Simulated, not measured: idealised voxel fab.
Name of the process module below: voxel tone inversion
Section cut is 285 nm wide and gridded with 5 nm square cells.
Cross-sections here: square-cell grids, written as top-down lists of bands, a band being one or more rows of cells. Band entry format. Leading values: height of top, height of bottom, nm. Remainder: materials in left-to-right order, each with its width in nm. Special words: "full width" on a single material, which then fills the band edge to edge; "blank", empty space. Height datum 0, below which the as-received substrate wafer is one material. Lowest band open at the bottom, running downward: "0 -> down". Width "30 to 40": first value at the band's top row of cells, second value at its bottom row, equal change from row to row. "nothing got changed" for a step: no cell of the cross-section changed in that step. "Fully enclosed voids" specifies each empty space that is not open to the top and that occupies no fewer than 8 cells, using the form width x height at distance, the distance measured from the left edge and all three quantities in nm. On a step's line, text after the settings is the simulator commenting on that step. The setting "overlay nm" may be written on the line of a step. When the step uses a mask, the value reports how far to the right of the planned place the mask lay, and a negative value reports that it lay to the left.
Steps planned for the process:
step 1: RECEIVE with material Si
step 2: CONFORMAL_DEP with material SiN, thk nm 5
step 3: DIRECTIONAL_DEP with material aC, thk nm 20
step 4: PATTERN with tone cover, mask id POSTS, material resist, width nm 15, pitch nm 45, thk nm 25, overlay nm 0
step 5: DIRECTIONAL_ETCH with etch materials aC, depth nm 20
step 6: STRIP with etch materials resist
step 7: FILL_DEP with material SiO2, thk nm 10
step 8: CMP with height nm 25
step 9: STRIP with etch materials aC
step 10: CONFORMAL_DEP with material TiN, thk nm 5
step 11: FILL_DEP with material Ru, thk nm 5
step 12: CMP with height nm 25
step 13: CONFORMAL_DEP with material SiCN, thk nm 5
First wafer out of two, processed as planned:
Received-state cross-section, reflecting completion of step 1:
0 -> down | Si full width
Fully enclosed voids: none
Cross-section: wafer state after step 2:
5 -> 0 | SiN full width
Below a height of 0, the structure has not been altered.
Cross-section: wafer state after step 3:
25 -> 5 | aC full width
Below a height of 5, the structure has not been altered.
Cross-section: wafer state after step 4:
50 -> 25 | blank (110), resist (15), blank (30), resist (15), blank (115)
Below a height of 25, the structure has not been altered.
Cross-section: wafer state after step 5:
30 -> 25 | blank (110), resist (15), blank (30), resist (15), blank (115)
25 -> 5 | blank (110), aC (15), blank (30), aC (15), blank (115)
Below a height of 5, the structure has not been altered.
Cross-section: wafer state after step 6:
25 -> 5 | blank (110), aC (15), blank (30), aC (15), blank (115)
Below a height of 5, the structure has not been altered.
Cross-section: wafer state after step 7:
35 -> 25 | SiO2 full width
25 -> 5 | SiO2 (110), aC (15), SiO2 (30), aC (15), SiO2 (115)
Below a height of 5, the structure has not been altered.
Cross-section: wafer state after step 8:
25 -> 5 | SiO2 (110), aC (15), SiO2 (30), aC (15), SiO2 (115)
Below a height of 5, the structure has not been altered.
Cross-section: wafer state after step 9:
25 -> 5 | SiO2 (110), blank (15), SiO2 (30), blank (15), SiO2 (115)
Below a height of 5, the structure has not been altered.
Cross-section: wafer state after step 10:
30 -> 25 | TiN (115), blank (5), TiN (40), blank (5), TiN (120)
25 -> 10 | SiO2 (110), TiN (5), blank (5), TiN (5), SiO2 (30), TiN (5), blank (5), TiN (5), SiO2 (115)
10 -> 5 | SiO2 (110), TiN (15), SiO2 (30), TiN (15), SiO2 (115)
Below a height of 5, the structure has not been altered.
Cross-section: wafer state after step 11:
35 -> 30 | Ru full width
30 -> 25 | TiN (115), Ru (5), TiN (40), Ru (5), TiN (120)
25 -> 10 | SiO2 (110), TiN (5), Ru (5), TiN (5), SiO2 (30), TiN (5), Ru (5), TiN (5), SiO2 (115)
Below a height of 10, the structure has not been altered.
Cross-section: wafer state after step 12:
25 -> 10 | SiO2 (110), TiN (5), Ru (5), TiN (5), SiO2 (30), TiN (5), Ru (5), TiN (5), SiO2 (115)
Below a height of 10, the structure has not been altered.
Cross-section: wafer state after step 13:
30 -> 25 | SiCN full width
Below a height of 25, the structure has not been altered.
Notes, second wafer: start = first wafer's, plan = first wafer's, execution had one mistake; history identical to first through step 3:
Second wafer, cross-section, planned end of step 4:
50 -> 25 | blank (120), resist (15), blank (30), resist (15), blank (105)
Below a height of 25, the structure has not been altered.
Second wafer, cross-section, planned end of step 5:
30 -> 25 | blank (120), resist (15), blank (30), resist (15), blank (105)
25 -> 5 | blank (120), aC (15), blank (30), aC (15), blank (105)
Below a height of 5, the structure has not been altered.
Second wafer, cross-section, planned end of step 6:
25 -> 5 | blank (120), aC (15), blank (30), aC (15), blank (105)
Below a height of 5, the structure has not been altered.
Second wafer, cross-section, planned end of step 7:
35 -> 25 | SiO2 full width
25 -> 5 | SiO2 (120), aC (15), SiO2 (30), aC (15), SiO2 (105)
Below a height of 5, the structure has not been altered.
Second wafer, cross-section, planned end of step 8:
25 -> 5 | SiO2 (120), aC (15), SiO2 (30), aC (15), SiO2 (105)
Below a height of 5, the structure has not been altered.
Second wafer, cross-section, planned end of step 9:
25 -> 5 | SiO2 (120), blank (15), SiO2 (30), blank (15), SiO2 (105)
Below a height of 5, the structure has not been altered.
Second wafer, cross-section, planned end of step 10:
30 -> 25 | TiN (125), blank (5), TiN (40), blank (5), TiN (110)
25 -> 10 | SiO2 (120), TiN (5), blank (5), TiN (5), SiO2 (30), TiN (5), blank (5), TiN (5), SiO2 (105)
10 -> 5 | SiO2 (120), TiN (15), SiO2 (30), TiN (15), SiO2 (105)
Below a height of 5, the structure has not been altered.
Second wafer, cross-section, planned end of step 11:
35 -> 30 | Ru full width
30 -> 25 | TiN (125), Ru (5), TiN (40), Ru (5), TiN (110)
25 -> 10 | SiO2 (120), TiN (5), Ru (5), TiN (5), SiO2 (30), TiN (5), Ru (5), TiN (5), SiO2 (105)
Below a height of 10, the structure has not been altered.
Second wafer, cross-section, planned end of step 12:
25 -> 10 | SiO2 (120), TiN (5), Ru (5), TiN (5), SiO2 (30), TiN (5), Ru (5), TiN (5), SiO2 (105)
Below a height of 10, the structure has not been altered.
Second wafer, cross-section, planned end of step 13:
30 -> 25 | SiCN full width
Below a height of 25, the structure has not been altered.
Which mistake was made when the wafer was run? step 4 did not happen as planned, as run it was PATTERN with tone cover, mask id POSTS, material resist, width nm 15, pitch nm 45, thk nm 25, overlay nm 10
Heads up: at the end the two wafers have identical cell counts per material, they're just laid out differently.
